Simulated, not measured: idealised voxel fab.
Title: Process Module voxel wiring stack
This is section cut - it's 295 nm across, gridded in 5 nm square cells.
Just so we're on the same page, the cross-sections are grids of square cells, and they're listed out in bands top to bottom, each band one or more rows deep. Each band's line starts with the height of the band's top and of its bottom, in nm. Then come its materials from left to right, each with its width in nm. One material with "full width" fills the band from edge to edge. "empty" is empty space. Beneath 0, the wafer as received is one material, and that level is where height counting begins. The lowest band goes on downward without a bottom; it is written like "top 0, no bottom". A width such as "30..40" changes by the same amount from each row of cells to the next, from the band's top row to its bottom row. It should be understood that the words "changes: none", when stated for a given step, signify that the cross-section underwent no change in any of its cells during that step. The list in "Fully sealed cavities" covers empty spaces of 8 cells or more that cannot reach the top through any open way, and it gives each as width x height at distance; the distance is from the left edge, and width, height and distance are in nm. Where a step's line continues beyond its settings, the continuation is a remark by the simulator itself on that step. The line of a step may include "overlay nm". On a step with a mask, this value is how far to the right of its planned place the mask lay. A negative value means the mask lay to the left.
Planned process steps
1 RECEIVE,material Si
2 CONFORMAL_DEP,material SiO2,thk nm 10
3 DIRECTIONAL_DEP,material TiN,thk nm 5
4 DIRECTIONAL_DEP,material Ru,thk nm 15
5 PATTERN,tone cover,mask id METAL_1,material resist,width nm 30,pitch nm 60,thk nm 20,overlay nm 0
6 DIRECTIONAL_ETCH,etch materials Ru,depth nm 15
7 DIRECTIONAL_ETCH,etch materials TiN,depth nm 5
8 STRIP,etch materials resist
9 FILL_DEP,material SiO2,thk nm 5
10 CMP,height nm 30
11 CONFORMAL_DEP,material SiCN,thk nm 5
12 DIRECTIONAL_DEP,material SiO2,thk nm 20
13 MASKED_ETCH,tone open,mask id PLUG_1,width nm 15,pitch nm 120,etch materials SiO2,depth nm 20,overlay nm 0
14 MASKED_ETCH,tone open,mask id PLUG_1,width nm 15,pitch nm 120,etch materials SiCN,depth nm 5,overlay nm 0
15 EPI,material Ru,thk nm 10
16 EPI,material Ru,thk nm 10
17 EPI,material Ru,thk nm 5
18 DIRECTIONAL_DEP,material TiN,thk nm 5
19 DIRECTIONAL_DEP,material Ru,thk nm 25
20 MASKED_ETCH,tone cover,mask id METAL_2,width nm 30,pitch nm 60,etch materials Ru,depth nm 25,overlay nm 0
21 MASKED_ETCH,tone cover,mask id METAL_2,width nm 30,pitch nm 60,etch materials TiN,depth nm 5,overlay nm 0
22 CONFORMAL_DEP,material SiCN,thk nm 5
23 FILL_DEP,material SiO2,thk nm 5
24 CMP,height nm 85
25 CONFORMAL_DEP,material SiCN,thk nm 5
Run as planned: first of two wafers
Shown in cross-section is the wafer as received, that is, as it stands after step 1
* top 0, no bottom | Si full width
* Fully sealed cavities: none
The wafer, seen in cross-section, after step 2
* top 10, bottom 0 | SiO2 full width
* Unchanged below 0.
The wafer, seen in cross-section, after step 3
* top 15, bottom 10 | TiN full width
* Unchanged below 10.
The wafer, seen in cross-section, after step 4
* top 30, bottom 15 | Ru full width
* Unchanged below 15.
The wafer, seen in cross-section, after step 5
* top 50, bottom 30 | empty (40); resist (30); empty (30); resist (30); empty (30); resist (30); empty (30); resist (30); empty (45)
* Unchanged below 30.
The wafer, seen in cross-section, after step 6
* top 50, bottom 30 | empty (40); resist (30); empty (30); resist (30); empty (30); resist (30); empty (30); resist (30); empty (45)
* top 30, bottom 15 | empty (40); Ru (30); empty (30); Ru (30); empty (30); Ru (30); empty (30); Ru (30); empty (45)
* Unchanged below 15.
The wafer, seen in cross-section, after step 7
* top 50, bottom 30 | empty (40); resist (30); empty (30); resist (30); empty (30); resist (30); empty (30); resist (30); empty (45)
* top 30, bottom 15 | empty (40); Ru (30); empty (30); Ru (30); empty (30); Ru (30); empty (30); Ru (30); empty (45)
* top 15, bottom 10 | empty (40); TiN (30); empty (30); TiN (30); empty (30); TiN (30); empty (30); TiN (30); empty (45)
* Unchanged below 10.
The wafer, seen in cross-section, after step 8
* top 30, bottom 15 | empty (40); Ru (30); empty (30); Ru (30); empty (30); Ru (30); empty (30); Ru (30); empty (45)
* Unchanged below 15.
The wafer, seen in cross-section, after step 9
* top 35, bottom 30 | SiO2 full width
* top 30, bottom 15 | SiO2 (40); Ru (30); SiO2 (30); Ru (30); SiO2 (30); Ru (30); SiO2 (30); Ru (30); SiO2 (45)
* top 15, bottom 10 | SiO2 (40); TiN (30); SiO2 (30); TiN (30); SiO2 (30); TiN (30); SiO2 (30); TiN (30); SiO2 (45)
* Unchanged below 10.
The wafer, seen in cross-section, after step 10
* top 30, bottom 15 | SiO2 (40); Ru (30); SiO2 (30); Ru (30); SiO2 (30); Ru (30); SiO2 (30); Ru (30); SiO2 (45)
* Unchanged below 15.
The wafer, seen in cross-section, after step 11
* top 35, bottom 30 | SiCN full width
* Unchanged below 30.
The wafer, seen in cross-section, after step 12
* top 55, bottom 35 | SiO2 full width
* Unchanged below 35.
The wafer, seen in cross-section, after step 13
* top 55, bottom 35 | SiO2 (40); empty (15); SiO2 (105); empty (15); SiO2 (120)
* Unchanged below 35.
The wafer, seen in cross-section, after step 14
* top 55, bottom 35 | SiO2 (40); empty (15); SiO2 (105); empty (15); SiO2 (120)
* top 35, bottom 30 | SiCN (40); empty (15); SiCN (105); empty (15); SiCN (120)
* Unchanged below 30.
The wafer, seen in cross-section, after step 15
* top 55, bottom 40 | SiO2 (40); empty (15); SiO2 (105); empty (15); SiO2 (120)
* top 40, bottom 35 | SiO2 (40); Ru (15); SiO2 (105); Ru (15); SiO2 (120)
* top 35, bottom 30 | SiCN (40); Ru (15); SiCN (105); Ru (15); SiCN (120)
* Unchanged below 30.
The wafer, seen in cross-section, after step 16
* top 55, bottom 50 | SiO2 (40); empty (15); SiO2 (105); empty (15); SiO2 (120)
* top 50, bottom 35 | SiO2 (40); Ru (15); SiO2 (105); Ru (15); SiO2 (120)
* Unchanged below 35.
The wafer, seen in cross-section, after step 17
* top 55, bottom 35 | SiO2 (40); Ru (15); SiO2 (105); Ru (15); SiO2 (120)
* Unchanged below 35.
The wafer, seen in cross-section, after step 18
* top 60, bottom 55 | TiN full width
* Unchanged below 55.
The wafer, seen in cross-section, after step 19
* top 85, bottom 60 | Ru full width
* Unchanged below 60.
The wafer, seen in cross-section, after step 20
* top 85, bottom 60 | empty (40); Ru (30); empty (30); Ru (30); empty (30); Ru (30); empty (30); Ru (30); empty (45)
* Unchanged below 60.
The wafer, seen in cross-section, after step 21
* top 85, bottom 60 | empty (40); Ru (30); empty (30); Ru (30); empty (30); Ru (30); empty (30); Ru (30); empty (45)
* top 60, bottom 55 | empty (40); TiN (30); empty (30); TiN (30); empty (30); TiN (30); empty (30); TiN (30); empty (45)
* Unchanged below 55.
The wafer, seen in cross-section, after step 22
* top 90, bottom 85 | empty (35); SiCN (40); empty (20); SiCN (40); empty (20); SiCN (40); empty (20); SiCN (40); empty (40)
* top 85, bottom 60 | empty (35); SiCN (5); Ru (30); SiCN (5); empty (20); SiCN (5); Ru (30); SiCN (5); empty (20); SiCN (5); Ru (30); SiCN (5); empty (20); SiCN (5); Ru (30); SiCN (5); empty (40)
* top 60, bottom 55 | SiCN (40); TiN (30); SiCN (30); TiN (30); SiCN (30); TiN (30); SiCN (30); TiN (30); SiCN (45)
* Unchanged below 55.
The wafer, seen in cross-section, after step 23
* top 95, bottom 90 | SiO2 full width
* top 90, bottom 85 | SiO2 (35); SiCN (40); SiO2 (20); SiCN (40); SiO2 (20); SiCN (40); SiO2 (20); SiCN (40); SiO2 (40)
* top 85, bottom 60 | SiO2 (35); SiCN (5); Ru (30); SiCN (5); SiO2 (20); SiCN (5); Ru (30); SiCN (5); SiO2 (20); SiCN (5); Ru (30); SiCN (5); SiO2 (20); SiCN (5); Ru (30); SiCN (5); SiO2 (40)
* Unchanged below 60.
The wafer, seen in cross-section, after step 24
* top 85, bottom 60 | SiO2 (35); SiCN (5); Ru (30); SiCN (5); SiO2 (20); SiCN (5); Ru (30); SiCN (5); SiO2 (20); SiCN (5); Ru (30); SiCN (5); SiO2 (20); SiCN (5); Ru (30); SiCN (5); SiO2 (40)
* Unchanged below 60.
The wafer, seen in cross-section, after step 25
* top 90, bottom 85 | SiCN full width
* Unchanged below 85.
Second wafer: same start and same plan as the first, one execution error; identical to the first through step 4
Cross-sectional view of the second wafer at the intended end time of process step 5
* top 50, bottom 30 | empty (40); resist (35); empty (25); resist (35); empty (25); resist (35); empty (25); resist (35); empty (40)
* Unchanged below 30.
Cross-sectional view of the second wafer at the intended end time of process step 6
* top 50, bottom 30 | empty (40); resist (35); empty (25); resist (35); empty (25); resist (35); empty (25); resist (35); empty (40)
* top 30, bottom 15 | empty (40); Ru (35); empty (25); Ru (35); empty (25); Ru (35); empty (25); Ru (35); empty (40)
* Unchanged below 15.
Cross-sectional view of the second wafer at the intended end time of process step 7
* top 50, bottom 30 | empty (40); resist (35); empty (25); resist (35); empty (25); resist (35); empty (25); resist (35); empty (40)
* top 30, bottom 15 | empty (40); Ru (35); empty (25); Ru (35); empty (25); Ru (35); empty (25); Ru (35); empty (40)
* top 15, bottom 10 | empty (40); TiN (35); empty (25); TiN (35); empty (25); TiN (35); empty (25); TiN (35); empty (40)
* Unchanged below 10.
Cross-sectional view of the second wafer at the intended end time of process step 8
* top 30, bottom 15 | empty (40); Ru (35); empty (25); Ru (35); empty (25); Ru (35); empty (25); Ru (35); empty (40)
* Unchanged below 15.
Cross-sectional view of the second wafer at the intended end time of process step 9
* top 35, bottom 30 | SiO2 full width
* top 30, bottom 15 | SiO2 (40); Ru (35); SiO2 (25); Ru (35); SiO2 (25); Ru (35); SiO2 (25); Ru (35); SiO2 (40)
* top 15, bottom 10 | SiO2 (40); TiN (35); SiO2 (25); TiN (35); SiO2 (25); TiN (35); SiO2 (25); TiN (35); SiO2 (40)
* Unchanged below 10.
Cross-sectional view of the second wafer at the intended end time of process step 10
* top 30, bottom 15 | SiO2 (40); Ru (35); SiO2 (25); Ru (35); SiO2 (25); Ru (35); SiO2 (25); Ru (35); SiO2 (40)
* Unchanged below 15.
Cross-sectional view of the second wafer at the intended end time of process step 11
* top 35, bottom 30 | SiCN full width
* Unchanged below 30.
Cross-sectional view of the second wafer at the intended end time of process step 12
* top 55, bottom 35 | SiO2 full width
* Unchanged below 35.
Cross-sectional view of the second wafer at the intended end time of process step 13
* top 55, bottom 35 | SiO2 (40); empty (15); SiO2 (105); empty (15); SiO2 (120)
* Unchanged below 35.
Cross-sectional view of the second wafer at the intended end time of process step 14
* top 55, bottom 35 | SiO2 (40); empty (15); SiO2 (105); empty (15); SiO2 (120)
* top 35, bottom 30 | SiCN (40); empty (15); SiCN (105); empty (15); SiCN (120)
* Unchanged below 30.
Cross-sectional view of the second wafer at the intended end time of process step 15
* top 55, bottom 40 | SiO2 (40); empty (15); SiO2 (105); empty (15); SiO2 (120)
* top 40, bottom 35 | SiO2 (40); Ru (15); SiO2 (105); Ru (15); SiO2 (120)
* top 35, bottom 30 | SiCN (40); Ru (15); SiCN (105); Ru (15); SiCN (120)
* Unchanged below 30.
Cross-sectional view of the second wafer at the intended end time of process step 16
* top 55, bottom 50 | SiO2 (40); empty (15); SiO2 (105); empty (15); SiO2 (120)
* top 50, bottom 35 | SiO2 (40); Ru (15); SiO2 (105); Ru (15); SiO2 (120)
* Unchanged below 35.
Cross-sectional view of the second wafer at the intended end time of process step 17
* top 55, bottom 35 | SiO2 (40); Ru (15); SiO2 (105); Ru (15); SiO2 (120)
* Unchanged below 35.
Cross-sectional view of the second wafer at the intended end time of process step 18
* top 60, bottom 55 | TiN full width
* Unchanged below 55.
Cross-sectional view of the second wafer at the intended end time of process step 19
* top 85, bottom 60 | Ru full width
* Unchanged below 60.
Cross-sectional view of the second wafer at the intended end time of process step 20
* top 85, bottom 60 | empty (40); Ru (30); empty (30); Ru (30); empty (30); Ru (30); empty (30); Ru (30); empty (45)
* Unchanged below 60.
Cross-sectional view of the second wafer at the intended end time of process step 21
* top 85, bottom 60 | empty (40); Ru (30); empty (30); Ru (30); empty (30); Ru (30); empty (30); Ru (30); empty (45)
* top 60, bottom 55 | empty (40); TiN (30); empty (30); TiN (30); empty (30); TiN (30); empty (30); TiN (30); empty (45)
* Unchanged below 55.
Cross-sectional view of the second wafer at the intended end time of process step 22
* top 90, bottom 85 | empty (35); SiCN (40); empty (20); SiCN (40); empty (20); SiCN (40); empty (20); SiCN (40); empty (40)
* top 85, bottom 60 | empty (35); SiCN (5); Ru (30); SiCN (5); empty (20); SiCN (5); Ru (30); SiCN (5); empty (20); SiCN (5); Ru (30); SiCN (5); empty (20); SiCN (5); Ru (30); SiCN (5); empty (40)
* top 60, bottom 55 | SiCN (40); TiN (30); SiCN (30); TiN (30); SiCN (30); TiN (30); SiCN (30); TiN (30); SiCN (45)
* Unchanged below 55.
Cross-sectional view of the second wafer at the intended end time of process step 23
* top 95, bottom 90 | SiO2 full width
* top 90, bottom 85 | SiO2 (35); SiCN (40); SiO2 (20); SiCN (40); SiO2 (20); SiCN (40); SiO2 (20); SiCN (40); SiO2 (40)
* top 85, bottom 60 | SiO2 (35); SiCN (5); Ru (30); SiCN (5); SiO2 (20); SiCN (5); Ru (30); SiCN (5); SiO2 (20); SiCN (5); Ru (30); SiCN (5); SiO2 (20); SiCN (5); Ru (30); SiCN (5); SiO2 (40)
* Unchanged below 60.
Cross-sectional view of the second wafer at the intended end time of process step 24
* top 85, bottom 60 | SiO2 (35); SiCN (5); Ru (30); SiCN (5); SiO2 (20); SiCN (5); Ru (30); SiCN (5); SiO2 (20); SiCN (5); Ru (30); SiCN (5); SiO2 (20); SiCN (5); Ru (30); SiCN (5); SiO2 (40)
* Unchanged below 60.
Cross-sectional view of the second wafer at the intended end time of process step 25
* top 90, bottom 85 | SiCN full width
* Unchanged below 85.
So what did we get wrong on this run? step 5 changed vs plan, executed as PATTERN,tone cover,mask id METAL_1,material resist,width nm 35,pitch nm 60,thk nm 20,overlay nm 0
Final tally in cells, some materials are higher or lower on the second wafer than on the first: Ru +12 | SiO2 -16 | TiN +4
